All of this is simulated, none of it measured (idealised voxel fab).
A process module follows: voxel transistor to metal.
FYI the section here is cut, 180 nm wide, cells are 5 nm squares.
For the purposes of this document, a cross-section shall be understood as a grid of square cells, specified as bands listed in top-to-bottom order, each band consisting of one or more rows of cells.
Top, bottom (nm), then materials left to right with widths (nm); lone material tagged "edge to edge" fills the whole band edge to edge; "blank" = empty space.
Height datum 0, below which the as-received substrate wafer is one material. Lowest band open at the bottom, running downward: "0 and below".
The notation "30..40" denotes a width that varies across the rows of cells in the band, beginning at the first number in the top row, finishing at the second number in the bottom row, and changing by an identical amount from each row to the next.
Step note "everything unchanged" = no cross-section cell changed.
Entry "Completely sealed voids" = empty spaces >= 8 cells with no open way to the top; each as width x height at distance, distance from left edge, all nm.
Note: text after step settings on the step line = simulator remark on that step.
When a step includes a mask, the "overlay nm" setting on its line states how far to the right of its planned place that mask lay, and negative values state how far to the left.
[This section lists the process steps that were planned]
1 RECEIVE,material Si
2 CONFORMAL_DEP,material SiO2,thk nm 5
3 CONFORMAL_DEP,material SiN,thk nm 15
4 MASKED_ETCH,tone cover,mask id ACTIVE,width nm 115,etch materials SiN,depth nm 15,overlay nm 0
5 MASKED_ETCH,tone cover,mask id ACTIVE,width nm 115,etch materials SiO2,depth nm 5,overlay nm 0
6 MASKED_ETCH,tone cover,mask id ACTIVE,width nm 115,etch materials Si,depth nm 25,overlay nm 0
7 OXIDIZE,depth nm 5
8 FILL_DEP,material SiO2,thk nm 10
9 CMP,height nm 20
10 SELECTIVE_ETCH,etch materials SiO2,depth nm 15
11 STRIP,etch materials SiN
12 SELECTIVE_ETCH,etch materials SiO2,depth nm 5
13 OXIDIZE,depth nm 5
14 DIRECTIONAL_DEP,material polySi,thk nm 30
15 DIRECTIONAL_DEP,material SiCN,thk nm 15
16 PATTERN,tone cover,mask id GATE,material resist,width nm 25,thk nm 15,overlay nm 0
17 DIRECTIONAL_ETCH,etch materials SiCN,depth nm 25
18 DIRECTIONAL_ETCH,etch materials polySi,depth nm 40
19 STRIP,etch materials resist
20 CONFORMAL_DEP,material SiN,thk nm 10
21 DIRECTIONAL_ETCH,etch materials SiN,depth nm 10
22 DIRECTIONAL_ETCH,etch materials SiO2,depth nm 5
23 DIRECTIONAL_ETCH,etch materials Si,depth nm 10
24 EPI,material pSi,thk nm 15
25 FILL_DEP,material SiO2,thk nm 10
26 CMP,height nm 45
27 DIRECTIONAL_DEP,material SiO2,thk nm 15
28 DIRECTIONAL_DEP,material aC,thk nm 15
29 PATTERN,tone open,mask id CONTACT,material resist,width nm 15,pitch nm 80,thk nm 30,overlay nm 0
30 DIRECTIONAL_ETCH,etch materials aC,depth nm 15
31 STRIP,etch materials resist
32 DIRECTIONAL_ETCH,etch materials SiO2,depth nm 60
33 STRIP,etch materials aC
34 CONFORMAL_DEP,material TiN,thk nm 5
35 FILL_DEP,material Ru,thk nm 5
36 CMP,height nm 60
37 CONFORMAL_DEP,material SiN,thk nm 5
38 DIRECTIONAL_DEP,material SiO2,thk nm 15
39 DIRECTIONAL_DEP,material aC,thk nm 10
40 PATTERN,tone open,mask id METAL_1,material resist,width nm 15,pitch nm 80,thk nm 30,overlay nm 0
41 DIRECTIONAL_ETCH,etch materials aC,depth nm 10
42 STRIP,etch materials resist
43 DIRECTIONAL_ETCH,etch materials SiO2,depth nm 15
44 DIRECTIONAL_ETCH,etch materials SiN,depth nm 5
45 STRIP,etch materials aC
46 CONFORMAL_DEP,material TiN,thk nm 5
47 FILL_DEP,material Ru,thk nm 5
48 CMP,height nm 80
49 CONFORMAL_DEP,material SiCN,thk nm 5
50 DIRECTIONAL_DEP,material SiO2,thk nm 30
51 DIRECTIONAL_DEP,material aC,thk nm 10
52 PATTERN,tone open,mask id METAL_2,material resist,width nm 15,pitch nm 80,thk nm 25,overlay nm 0
53 DIRECTIONAL_ETCH,etch materials aC,depth nm 10
54 STRIP,etch materials resist
55 DIRECTIONAL_ETCH,etch materials SiO2,depth nm 20
56 STRIP,etch materials aC
57 MASKED_ETCH,tone open,mask id METAL_2_HOLES,width nm 15,pitch nm 80,etch materials SiO2,depth nm 10,overlay nm 0
58 MASKED_ETCH,tone open,mask id METAL_2_HOLES,width nm 15,pitch nm 80,etch materials SiCN,depth nm 5,overlay nm 0
59 CONFORMAL_DEP,material TiN,thk nm 5
60 FILL_DEP,material Cu,thk nm 10
61 CMP,height nm 115
62 CONFORMAL_DEP,material SiN,thk nm 5
[Cross-section, incoming material, after step 1]
    0 and below | Si edge to edge
    Completely sealed voids: none
[First of two wafers, end-of-module section, run followed plan]
    120 down to 115 | SiN edge to edge
    115 down to 85 | SiO2 (40) / TiN (5) / Cu (5) / TiN (5) / SiO2 (65) / TiN (5) / Cu (5) / TiN (5) / SiO2 (45)
    85 down to 80 | SiCN (40) / TiN (15) / SiCN (65) / TiN (15) / SiCN (45)
    80 down to 65 | SiO2 (40) / TiN (5) / Ru (5) / TiN (5) / SiO2 (65) / TiN (5) / Ru (5) / TiN (5) / SiO2 (45)
    65 down to 60 | SiN (40) / TiN (15) / SiN (65) / TiN (15) / SiN (45)
    60 down to 45 | SiO2 (40) / TiN (5) / Ru (5) / TiN (5) / SiO2 (65) / TiN (5) / Ru (5) / TiN (5) / SiO2 (45)
    45 down to 30 | SiO2 (40) / TiN (5) / Ru (5) / TiN (5) / SiO2 (10) / SiN (10) / SiCN (25) / SiN (10) / SiO2 (10) / TiN (5) / Ru (5) / TiN (5) / SiO2 (45)
    30 down to 15 | SiO2 (40) / TiN (5) / Ru (5) / TiN (5) / SiO2 (10) / SiN (10) / polySi (25) / SiN (10) / SiO2 (10) / TiN (5) / Ru (5) / TiN (5) / SiO2 (45)
    15 down to 10 | SiO2 (40) / TiN (15) / SiO2 (10) / SiN (10) / polySi (25) / SiN (10) / SiO2 (10) / TiN (15) / SiO2 (45)
    10 down to 0 | SiO2 (40) / TiN (10) / pSi (15) / SiN (10) / polySi (25) / SiN (10) / pSi (15) / TiN (10) / SiO2 (45)
    0 down to -5 | SiO2 (30) / pSi (35) / SiO2 (45) / pSi (35) / SiO2 (35)
    -5 down to -15 | SiO2 (35) / pSi (30) / Si (45) / pSi (30) / SiO2 (40)
    -15 down to -30 | SiO2 (35) / Si (105) / SiO2 (40)
    -30 and below | Si edge to edge
    Completely sealed voids: none
[This is the second of the two wafers, cross-sectioned at the end of the module; it started exactly like the first and was given the same plan, but it was run with one mistake]
    120 down to 115 | SiN edge to edge
    115 down to 85 | SiO2 (40) / TiN (5) / Cu (5) / TiN (5) / SiO2 (65) / TiN (5) / Cu (5) / TiN (5) / SiO2 (45)
    85 down to 80 | SiCN (40) / TiN (15) / SiCN (65) / TiN (15) / SiCN (45)
    80 down to 70 | SiO2 (40) / TiN (5) / Ru (5) / TiN (5) / SiO2 (65) / TiN (5) / Ru (5) / TiN (5) / SiO2 (45)
    70 down to 65 | SiO2 (40) / TiN (15) / SiO2 (65) / TiN (15) / SiO2 (45)
    65 down to 60 | Ru edge to edge
    60 down to 45 | SiO2 (40) / TiN (5) / Ru (5) / TiN (5) / SiO2 (65) / TiN (5) / Ru (5) / TiN (5) / SiO2 (45)
    45 down to 30 | SiO2 (40) / TiN (5) / Ru (5) / TiN (5) / SiO2 (10) / SiN (10) / SiCN (25) / SiN (10) / SiO2 (10) / TiN (5) / Ru (5) / TiN (5) / SiO2 (45)
    30 down to 15 | SiO2 (40) / TiN (5) / Ru (5) / TiN (5) / SiO2 (10) / SiN (10) / polySi (25) / SiN (10) / SiO2 (10) / TiN (5) / Ru (5) / TiN (5) / SiO2 (45)
    15 down to 10 | SiO2 (40) / TiN (15) / SiO2 (10) / SiN (10) / polySi (25) / SiN (10) / SiO2 (10) / TiN (15) / SiO2 (45)
    10 down to 0 | SiO2 (40) / TiN (10) / pSi (15) / SiN (10) / polySi (25) / SiN (10) / pSi (15) / TiN (10) / SiO2 (45)
    0 down to -5 | SiO2 (30) / pSi (35) / SiO2 (45) / pSi (35) / SiO2 (35)
    -5 down to -15 | SiO2 (35) / pSi (30) / Si (45) / pSi (30) / SiO2 (40)
    -15 down to -30 | SiO2 (35) / Si (105) / SiO2 (40)
    -30 and below | Si edge to edge
    Completely sealed voids: none
Heads up, the wafer didn't run the way we planned it: step 37 was processed under conditions differing from the plan, specifically as CONFORMAL_DEP,material Ru,thk nm 5
In the final state, the cell counts of the second wafer exceed or fall short of those of the first for the following materials: Ru: 34 more, SiN: 30 fewer, TiN: 4 fewer
